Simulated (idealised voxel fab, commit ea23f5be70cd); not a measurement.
process module | voxel gate over fins
cross-section cut | 300 nm wide | cells 5 nm
A cross-section is a grid of square cells, given in bands from the top down. A band is one or more rows of cells.
Each band's line starts with the height of the band's top and of its bottom, in nm. Then come its materials from left to right, each with its width in nm. One material with "throughout" fills the band from edge to edge. "air" is empty space.
Height 0 is the level under which the wafer as received is all one material. The lowest band goes on downwards, as in "0 down".
A width such as "30 to 40" changes by the same amount from each row of cells to the next, from the band's top row to its bottom row.
"no change" after a step means that no cell of the cross-section changed.
closed voids: empty space of 8 cells or more with no open way to the top, each as width x height at its distance from the left edge, in nm
after a step's settings: what the simulator itself notes on the step
overlay nm, on a step with a mask: how far to the right of its planned place the mask lay; to the left if negative
plan
1 op RECEIVE | material Si
2 op CONFORMAL_DEP | material SiN | thk nm 5
3 op DIRECTIONAL_DEP | material aC | thk nm 10
4 op PATTERN | tone cover | mask id FINS | material resist | width nm 15 | pitch nm 50 | thk nm 25 | overlay nm 0
5 op DIRECTIONAL_ETCH | etch materials aC | depth nm 10
6 op STRIP | etch materials resist
7 op DIRECTIONAL_ETCH | etch materials SiN | depth nm 5
8 op DIRECTIONAL_ETCH | etch materials Si | depth nm 40
9 op STRIP | etch materials aC
10 op OXIDIZE | depth nm 5
11 op FILL_DEP | material SiO2 | thk nm 15
12 op CMP | height nm 5
13 op PATTERN | tone open | mask id RAIL | material resist | width nm 15 | thk nm 20 | overlay nm 0
14 op DIRECTIONAL_ETCH | etch materials SiO2 | depth nm 40
15 op STRIP | etch materials resist
16 op CONFORMAL_DEP | material TiN | thk nm 5
17 op FILL_DEP | material W | thk nm 5
18 op CMP | height nm 5
19 op SELECTIVE_ETCH | etch materials W Ru TiN | depth nm 30
20 op FILL_DEP | material SiO2 | thk nm 5
21 op CMP | height nm 5
22 op SELECTIVE_ETCH | etch materials SiO2 | depth nm 20
23 op STRIP | etch materials SiN
24 op CONFORMAL_DEP | material HfO2 | thk nm 5
25 op CONFORMAL_DEP | material TiN | thk nm 5
26 op CONFORMAL_DEP | material TiAl | thk nm 5
27 op CONFORMAL_DEP | material TiN | thk nm 5
28 op FILL_DEP | material W | thk nm 10
29 op CMP | height nm 25
30 op CONFORMAL_DEP | material SiCN | thk nm 5
first wafer, as planned
as received, after step 1
  0 down: Si throughout
  closed voids: none
after step 2
  5 to 0: SiN throughout
  below 0: unchanged
after step 3
  15 to 5: aC throughout
  below 5: unchanged
after step 4
  40 to 15: air 90 | resist 15 | air 35 | resist 15 | air 35 | resist 15 | air 95
  below 15: unchanged
after step 5
  30 to 15: air 90 | resist 15 | air 35 | resist 15 | air 35 | resist 15 | air 95
  15 to 5: air 90 | aC 15 | air 35 | aC 15 | air 35 | aC 15 | air 95
  below 5: unchanged
after step 6
  15 to 5: air 90 | aC 15 | air 35 | aC 15 | air 35 | aC 15 | air 95
  below 5: unchanged
after step 7
  15 to 5: air 90 | aC 15 | air 35 | aC 15 | air 35 | aC 15 | air 95
  5 to 0: air 90 | SiN 15 | air 35 | SiN 15 | air 35 | SiN 15 | air 95
  below 0: unchanged
after step 8
  15 to 5: air 90 | aC 15 | air 35 | aC 15 | air 35 | aC 15 | air 95
  5 to 0: air 90 | SiN 15 | air 35 | SiN 15 | air 35 | SiN 15 | air 95
  0 to -40: air 90 | Si 15 | air 35 | Si 15 | air 35 | Si 15 | air 95
  below -40: unchanged
after step 9
  5 to 0: air 90 | SiN 15 | air 35 | SiN 15 | air 35 | SiN 15 | air 95
  below 0: unchanged
after step 10
  5 to 0: air 90 | SiN 15 | air 35 | SiN 15 | air 35 | SiN 15 | air 95
  0 to -40: air 90 | SiO2 5 | Si 5 | SiO2 5 | air 35 | SiO2 5 | Si 5 | SiO2 5 | air 35 | SiO2 5 | Si 5 | SiO2 5 | air 95
  -40 to -45: SiO2 95 | Si 5 | SiO2 45 | Si 5 | SiO2 45 | Si 5 | SiO2 100
  below -45: unchanged
after step 11
  20 to 5: SiO2 throughout
  5 to 0: SiO2 90 | SiN 15 | SiO2 35 | SiN 15 | SiO2 35 | SiN 15 | SiO2 95
  0 to -45: SiO2 95 | Si 5 | SiO2 45 | Si 5 | SiO2 45 | Si 5 | SiO2 100
  below -45: unchanged
after step 12
  5 to 0: SiO2 90 | SiN 15 | SiO2 35 | SiN 15 | SiO2 35 | SiN 15 | SiO2 95
  below 0: unchanged
after step 13
  25 to 5: resist 115 | air 15 | resist 170
  below 5: unchanged
after step 14
  25 to 5: resist 115 | air 15 | resist 170
  5 to 0: SiO2 90 | SiN 15 | SiO2 10 | air 15 | SiO2 10 | SiN 15 | SiO2 35 | SiN 15 | SiO2 95
  0 to -35: SiO2 95 | Si 5 | SiO2 15 | air 15 | SiO2 15 | Si 5 | SiO2 45 | Si 5 | SiO2 100
  below -35: unchanged
after step 15
  5 to 0: SiO2 90 | SiN 15 | SiO2 10 | air 15 | SiO2 10 | SiN 15 | SiO2 35 | SiN 15 | SiO2 95
  below 0: unchanged
after step 16
  10 to 5: TiN 120 | air 5 | TiN 175
  5 to 0: SiO2 90 | SiN 15 | SiO2 10 | TiN 5 | air 5 | TiN 5 | SiO2 10 | SiN 15 | SiO2 35 | SiN 15 | SiO2 95
  0 to -30: SiO2 95 | Si 5 | SiO2 15 | TiN 5 | air 5 | TiN 5 | SiO2 15 | Si 5 | SiO2 45 | Si 5 | SiO2 100
  -30 to -35: SiO2 95 | Si 5 | SiO2 15 | TiN 15 | SiO2 15 | Si 5 | SiO2 45 | Si 5 | SiO2 100
  below -35: unchanged
after step 17
  15 to 10: W throughout
  10 to 5: TiN 120 | W 5 | TiN 175
  5 to 0: SiO2 90 | SiN 15 | SiO2 10 | TiN 5 | W 5 | TiN 5 | SiO2 10 | SiN 15 | SiO2 35 | SiN 15 | SiO2 95
  0 to -30: SiO2 95 | Si 5 | SiO2 15 | TiN 5 | W 5 | TiN 5 | SiO2 15 | Si 5 | SiO2 45 | Si 5 | SiO2 100
  below -30: unchanged
after step 18
  5 to 0: SiO2 90 | SiN 15 | SiO2 10 | TiN 5 | W 5 | TiN 5 | SiO2 10 | SiN 15 | SiO2 35 | SiN 15 | SiO2 95
  below 0: unchanged
after step 19
  5 to 0: SiO2 90 | SiN 15 | SiO2 10 | air 15 | SiO2 10 | SiN 15 | SiO2 35 | SiN 15 | SiO2 95
  0 to -25: SiO2 95 | Si 5 | SiO2 15 | air 15 | SiO2 15 | Si 5 | SiO2 45 | Si 5 | SiO2 100
  below -25: unchanged
after step 20
  10 to 5: SiO2 throughout
  5 to 0: SiO2 90 | SiN 15 | SiO2 35 | SiN 15 | SiO2 35 | SiN 15 | SiO2 95
  0 to -25: SiO2 95 | Si 5 | SiO2 45 | Si 5 | SiO2 45 | Si 5 | SiO2 100
  below -25: unchanged
after step 21
  5 to 0: SiO2 90 | SiN 15 | SiO2 35 | SiN 15 | SiO2 35 | SiN 15 | SiO2 95
  below 0: unchanged
after step 22
  5 to 0: air 90 | SiN 15 | air 35 | SiN 15 | air 35 | SiN 15 | air 95
  0 to -15: air 95 | Si 5 | air 45 | Si 5 | air 45 | Si 5 | air 100
  below -15: unchanged
after step 23
  0 to -15: air 95 | Si 5 | air 45 | Si 5 | air 45 | Si 5 | air 100
  below -15: unchanged
after step 24
  5 to 0: air 90 | HfO2 15 | air 35 | HfO2 15 | air 35 | HfO2 15 | air 95
  0 to -10: air 90 | HfO2 5 | Si 5 | HfO2 5 | air 35 | HfO2 5 | Si 5 | HfO2 5 | air 35 | HfO2 5 | Si 5 | HfO2 5 | air 95
  -10 to -15: HfO2 95 | Si 5 | HfO2 45 | Si 5 | HfO2 45 | Si 5 | HfO2 100
  below -15: unchanged
after step 25
  10 to 5: air 85 | TiN 25 | air 25 | TiN 25 | air 25 | TiN 25 | air 90
  5 to 0: air 85 | TiN 5 | HfO2 15 | TiN 5 | air 25 | TiN 5 | HfO2 15 | TiN 5 | air 25 | TiN 5 | HfO2 15 | TiN 5 | air 90
  0 to -5: air 85 | TiN 5 | HfO2 5 | Si 5 | HfO2 5 | TiN 5 | air 25 | TiN 5 | HfO2 5 | Si 5 | HfO2 5 | TiN 5 | air 25 | TiN 5 | HfO2 5 | Si 5 | HfO2 5 | TiN 5 | air 90
  -5 to -10: TiN 90 | HfO2 5 | Si 5 | HfO2 5 | TiN 35 | HfO2 5 | Si 5 | HfO2 5 | TiN 35 | HfO2 5 | Si 5 | HfO2 5 | TiN 95
  below -10: unchanged
after step 26
  15 to 10: air 80 | TiAl 35 | air 15 | TiAl 35 | air 15 | TiAl 35 | air 85
  10 to 5: air 80 | TiAl 5 | TiN 25 | TiAl 5 | air 15 | TiAl 5 | TiN 25 | TiAl 5 | air 15 | TiAl 5 | TiN 25 | TiAl 5 | air 85
  5 to 0: air 80 | TiAl 5 | TiN 5 | HfO2 15 | TiN 5 | TiAl 5 | air 15 | TiAl 5 | TiN 5 | HfO2 15 | TiN 5 | TiAl 5 | air 15 | TiAl 5 | TiN 5 | HfO2 15 | TiN 5 | TiAl 5 | air 85
  0 to -5: TiAl 85 | TiN 5 | HfO2 5 | Si 5 | HfO2 5 | TiN 5 | TiAl 25 | TiN 5 | HfO2 5 | Si 5 | HfO2 5 | TiN 5 | TiAl 25 | TiN 5 | HfO2 5 | Si 5 | HfO2 5 | TiN 5 | TiAl 90
  below -5: unchanged
after step 27
  20 to 15: air 75 | TiN 45 | air 5 | TiN 45 | air 5 | TiN 45 | air 80
  15 to 10: air 75 | TiN 5 | TiAl 35 | TiN 5 | air 5 | TiN 5 | TiAl 35 | TiN 5 | air 5 | TiN 5 | TiAl 35 | TiN 5 | air 80
  10 to 5: air 75 | TiN 5 | TiAl 5 | TiN 25 | TiAl 5 | TiN 5 | air 5 | TiN 5 | TiAl 5 | TiN 25 | TiAl 5 | TiN 5 | air 5 | TiN 5 | TiAl 5 | TiN 25 | TiAl 5 | TiN 5 | air 80
  5 to 0: TiN 80 | TiAl 5 | TiN 5 | HfO2 15 | TiN 5 | TiAl 5 | TiN 15 | TiAl 5 | TiN 5 | HfO2 15 | TiN 5 | TiAl 5 | TiN 15 | TiAl 5 | TiN 5 | HfO2 15 | TiN 5 | TiAl 5 | TiN 85
  below 0: unchanged
after step 28
  30 to 20: W throughout
  20 to 15: W 75 | TiN 45 | W 5 | TiN 45 | W 5 | TiN 45 | W 80
  15 to 10: W 75 | TiN 5 | TiAl 35 | TiN 5 | W 5 | TiN 5 | TiAl 35 | TiN 5 | W 5 | TiN 5 | TiAl 35 | TiN 5 | W 80
  10 to 5: W 75 | TiN 5 | TiAl 5 | TiN 25 | TiAl 5 | TiN 5 | W 5 | TiN 5 | TiAl 5 | TiN 25 | TiAl 5 | TiN 5 | W 5 | TiN 5 | TiAl 5 | TiN 25 | TiAl 5 | TiN 5 | W 80
  below 5: unchanged
after step 29
  25 to 20: W throughout
  below 20: unchanged
after step 30
  30 to 25: SiCN throughout
  below 25: unchanged
second wafer: like start, like plan, one mistake. Through step 12 it matches the first wafer
when step 13 should have ended
  25 to 5: resist 110 | air 25 | resist 165
  below 5: unchanged
when step 14 should have ended
  25 to 5: resist 110 | air 25 | resist 165
  5 to 0: SiO2 90 | SiN 15 | SiO2 5 | air 25 | SiO2 5 | SiN 15 | SiO2 35 | SiN 15 | SiO2 95
  0 to -35: SiO2 95 | Si 5 | SiO2 10 | air 25 | SiO2 10 | Si 5 | SiO2 45 | Si 5 | SiO2 100
  below -35: unchanged
when step 15 should have ended
  5 to 0: SiO2 90 | SiN 15 | SiO2 5 | air 25 | SiO2 5 | SiN 15 | SiO2 35 | SiN 15 | SiO2 95
  below 0: unchanged
when step 16 should have ended
  10 to 5: TiN 115 | air 15 | TiN 170
  5 to 0: SiO2 90 | SiN 15 | SiO2 5 | TiN 5 | air 15 | TiN 5 | SiO2 5 | SiN 15 | SiO2 35 | SiN 15 | SiO2 95
  0 to -30: SiO2 95 | Si 5 | SiO2 10 | TiN 5 | air 15 | TiN 5 | SiO2 10 | Si 5 | SiO2 45 | Si 5 | SiO2 100
  -30 to -35: SiO2 95 | Si 5 | SiO2 10 | TiN 25 | SiO2 10 | Si 5 | SiO2 45 | Si 5 | SiO2 100
  below -35: unchanged
when step 17 should have ended
  15 to 10: W throughout
  10 to 5: TiN 115 | W 15 | TiN 170
  5 to 0: SiO2 90 | SiN 15 | SiO2 5 | TiN 5 | W 15 | TiN 5 | SiO2 5 | SiN 15 | SiO2 35 | SiN 15 | SiO2 95
  0 to -30: SiO2 95 | Si 5 | SiO2 10 | TiN 5 | W 15 | TiN 5 | SiO2 10 | Si 5 | SiO2 45 | Si 5 | SiO2 100
  below -30: unchanged
when step 18 should have ended
  5 to 0: SiO2 90 | SiN 15 | SiO2 5 | TiN 5 | W 15 | TiN 5 | SiO2 5 | SiN 15 | SiO2 35 | SiN 15 | SiO2 95
  below 0: unchanged
when step 19 should have ended
  5 to 0: SiO2 90 | SiN 15 | SiO2 5 | air 25 | SiO2 5 | SiN 15 | SiO2 35 | SiN 15 | SiO2 95
  0 to -25: SiO2 95 | Si 5 | SiO2 10 | air 25 | SiO2 10 | Si 5 | SiO2 45 | Si 5 | SiO2 100
  below -25: unchanged
when step 20 should have ended
  10 to 5: SiO2 throughout
  5 to 0: SiO2 90 | SiN 15 | SiO2 35 | SiN 15 | SiO2 35 | SiN 15 | SiO2 95
  0 to -25: SiO2 95 | Si 5 | SiO2 45 | Si 5 | SiO2 45 | Si 5 | SiO2 100
  below -25: unchanged
when step 21 should have ended
  5 to 0: SiO2 90 | SiN 15 | SiO2 35 | SiN 15 | SiO2 35 | SiN 15 | SiO2 95
  below 0: unchanged
when step 22 should have ended
  5 to 0: air 90 | SiN 15 | air 35 | SiN 15 | air 35 | SiN 15 | air 95
  0 to -15: air 95 | Si 5 | air 45 | Si 5 | air 45 | Si 5 | air 100
  below -15: unchanged
when step 23 should have ended
  0 to -15: air 95 | Si 5 | air 45 | Si 5 | air 45 | Si 5 | air 100
  below -15: unchanged
when step 24 should have ended
  5 to 0: air 90 | HfO2 15 | air 35 | HfO2 15 | air 35 | HfO2 15 | air 95
  0 to -10: air 90 | HfO2 5 | Si 5 | HfO2 5 | air 35 | HfO2 5 | Si 5 | HfO2 5 | air 35 | HfO2 5 | Si 5 | HfO2 5 | air 95
  -10 to -15: HfO2 95 | Si 5 | HfO2 45 | Si 5 | HfO2 45 | Si 5 | HfO2 100
  below -15: unchanged
when step 25 should have ended
  10 to 5: air 85 | TiN 25 | air 25 | TiN 25 | air 25 | TiN 25 | air 90
  5 to 0: air 85 | TiN 5 | HfO2 15 | TiN 5 | air 25 | TiN 5 | HfO2 15 | TiN 5 | air 25 | TiN 5 | HfO2 15 | TiN 5 | air 90
  0 to -5: air 85 | TiN 5 | HfO2 5 | Si 5 | HfO2 5 | TiN 5 | air 25 | TiN 5 | HfO2 5 | Si 5 | HfO2 5 | TiN 5 | air 25 | TiN 5 | HfO2 5 | Si 5 | HfO2 5 | TiN 5 | air 90
  -5 to -10: TiN 90 | HfO2 5 | Si 5 | HfO2 5 | TiN 35 | HfO2 5 | Si 5 | HfO2 5 | TiN 35 | HfO2 5 | Si 5 | HfO2 5 | TiN 95
  below -10: unchanged
when step 26 should have ended
  15 to 10: air 80 | TiAl 35 | air 15 | TiAl 35 | air 15 | TiAl 35 | air 85
  10 to 5: air 80 | TiAl 5 | TiN 25 | TiAl 5 | air 15 | TiAl 5 | TiN 25 | TiAl 5 | air 15 | TiAl 5 | TiN 25 | TiAl 5 | air 85
  5 to 0: air 80 | TiAl 5 | TiN 5 | HfO2 15 | TiN 5 | TiAl 5 | air 15 | TiAl 5 | TiN 5 | HfO2 15 | TiN 5 | TiAl 5 | air 15 | TiAl 5 | TiN 5 | HfO2 15 | TiN 5 | TiAl 5 | air 85
  0 to -5: TiAl 85 | TiN 5 | HfO2 5 | Si 5 | HfO2 5 | TiN 5 | TiAl 25 | TiN 5 | HfO2 5 | Si 5 | HfO2 5 | TiN 5 | TiAl 25 | TiN 5 | HfO2 5 | Si 5 | HfO2 5 | TiN 5 | TiAl 90
  below -5: unchanged
when step 27 should have ended
  20 to 15: air 75 | TiN 45 | air 5 | TiN 45 | air 5 | TiN 45 | air 80
  15 to 10: air 75 | TiN 5 | TiAl 35 | TiN 5 | air 5 | TiN 5 | TiAl 35 | TiN 5 | air 5 | TiN 5 | TiAl 35 | TiN 5 | air 80
  10 to 5: air 75 | TiN 5 | TiAl 5 | TiN 25 | TiAl 5 | TiN 5 | air 5 | TiN 5 | TiAl 5 | TiN 25 | TiAl 5 | TiN 5 | air 5 | TiN 5 | TiAl 5 | TiN 25 | TiAl 5 | TiN 5 | air 80
  5 to 0: TiN 80 | TiAl 5 | TiN 5 | HfO2 15 | TiN 5 | TiAl 5 | TiN 15 | TiAl 5 | TiN 5 | HfO2 15 | TiN 5 | TiAl 5 | TiN 15 | TiAl 5 | TiN 5 | HfO2 15 | TiN 5 | TiAl 5 | TiN 85
  below 0: unchanged
when step 28 should have ended
  30 to 20: W throughout
  20 to 15: W 75 | TiN 45 | W 5 | TiN 45 | W 5 | TiN 45 | W 80
  15 to 10: W 75 | TiN 5 | TiAl 35 | TiN 5 | W 5 | TiN 5 | TiAl 35 | TiN 5 | W 5 | TiN 5 | TiAl 35 | TiN 5 | W 80
  10 to 5: W 75 | TiN 5 | TiAl 5 | TiN 25 | TiAl 5 | TiN 5 | W 5 | TiN 5 | TiAl 5 | TiN 25 | TiAl 5 | TiN 5 | W 5 | TiN 5 | TiAl 5 | TiN 25 | TiAl 5 | TiN 5 | W 80
  below 5: unchanged
when step 29 should have ended
  25 to 20: W throughout
  below 20: unchanged
when step 30 should have ended
  30 to 25: SiCN throughout
  below 25: unchanged
what went wrong: step 13 ran as: op PATTERN | tone open | mask id RAIL | material resist | width nm 25 | thk nm 20 | overlay nm 0
at the end the second wafer has, in cells: 4 fewer of SiO2 | 2 more of TiN | 2 more of W
